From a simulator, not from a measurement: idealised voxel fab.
process module | voxel lift off
cross-section cut | 255 nm wide | cells 5 nm
A cross-section is a grid of square cells, given in bands from the top down. A band is one or more rows of cells.
Each band's line starts with the height of the band's top and of its bottom, in nm. Then come its materials from left to right, each with its width in nm. One material with "throughout" fills the band from edge to edge. "air" is empty space.
Height 0 is the level under which the wafer as received is all one material. The lowest band goes on downwards, as in "0 down".
A width such as "30 to 40" changes by the same amount from each row of cells to the next, from the band's top row to its bottom row.
"no change" after a step means that no cell of the cross-section changed.
closed voids: empty space of 8 cells or more with no open way to the top, each as width x height at its distance from the left edge, in nm
after a step's settings: what the simulator itself notes on the step
overlay nm, on a step with a mask: how far to the right of its planned place the mask lay; to the left if negative
plan
1 op RECEIVE | material Si
2 op CONFORMAL_DEP | material SiO2 | thk nm 15
3 op PATTERN | tone open | mask id LINES | material resist | width nm 20 | pitch nm 50 | thk nm 20 | overlay nm 0
4 op DIRECTIONAL_DEP | material Ru | thk nm 10
5 op STRIP | etch materials resist
6 op CONFORMAL_DEP | material SiO2 | thk nm 5
first wafer, as planned
as received, after step 1
  0 down: Si throughout
  closed voids: none
after step 2
  15 to 0: SiO2 throughout
  below 0: unchanged
after step 3
  35 to 15: resist 40 | air 20 | resist 30 | air 20 | resist 30 | air 20 | resist 30 | air 20 | resist 45
  below 15: unchanged
after step 4
  45 to 35: Ru 40 | air 20 | Ru 30 | air 20 | Ru 30 | air 20 | Ru 30 | air 20 | Ru 45
  35 to 25: resist 40 | air 20 | resist 30 | air 20 | resist 30 | air 20 | resist 30 | air 20 | resist 45
  25 to 15: resist 40 | Ru 20 | resist 30 | Ru 20 | resist 30 | Ru 20 | resist 30 | Ru 20 | resist 45
  below 15: unchanged
after step 5
  25 to 15: air 40 | Ru 20 | air 30 | Ru 20 | air 30 | Ru 20 | air 30 | Ru 20 | air 45
  below 15: unchanged
after step 6
  30 to 25: air 35 | SiO2 30 | air 20 | SiO2 30 | air 20 | SiO2 30 | air 20 | SiO2 30 | air 40
  25 to 20: air 35 | SiO2 5 | Ru 20 | SiO2 5 | air 20 | SiO2 5 | Ru 20 | SiO2 5 | air 20 | SiO2 5 | Ru 20 | SiO2 5 | air 20 | SiO2 5 | Ru 20 | SiO2 5 | air 40
  20 to 15: SiO2 40 | Ru 20 | SiO2 30 | Ru 20 | SiO2 30 | Ru 20 | SiO2 30 | Ru 20 | SiO2 45
  below 15: unchanged
second wafer: like start, like plan, one mistake. Through step 2 it matches the first wafer
when step 3 should have ended
  35 to 15: resist 30 | air 20 | resist 30 | air 20 | resist 30 | air 20 | resist 30 | air 20 | resist 55
  below 15: unchanged
when step 4 should have ended
  45 to 35: Ru 30 | air 20 | Ru 30 | air 20 | Ru 30 | air 20 | Ru 30 | air 20 | Ru 55
  35 to 25: resist 30 | air 20 | resist 30 | air 20 | resist 30 | air 20 | resist 30 | air 20 | resist 55
  25 to 15: resist 30 | Ru 20 | resist 30 | Ru 20 | resist 30 | Ru 20 | resist 30 | Ru 20 | resist 55
  below 15: unchanged
when step 5 should have ended
  25 to 15: air 30 | Ru 20 | air 30 | Ru 20 | air 30 | Ru 20 | air 30 | Ru 20 | air 55
  below 15: unchanged
when step 6 should have ended
  30 to 25: air 25 | SiO2 30 | air 20 | SiO2 30 | air 20 | SiO2 30 | air 20 | SiO2 30 | air 50
  25 to 20: air 25 | SiO2 5 | Ru 20 | SiO2 5 | air 20 | SiO2 5 | Ru 20 | SiO2 5 | air 20 | SiO2 5 | Ru 20 | SiO2 5 | air 20 | SiO2 5 | Ru 20 | SiO2 5 | air 50
  20 to 15: SiO2 30 | Ru 20 | SiO2 30 | Ru 20 | SiO2 30 | Ru 20 | SiO2 30 | Ru 20 | SiO2 55
  below 15: unchanged
what went wrong: step 3 ran as: op PATTERN | tone open | mask id LINES | material resist | width nm 20 | pitch nm 50 | thk nm 20 | overlay nm -10
at the end the second wafer has, in cells: as many of each material as the first, in other places
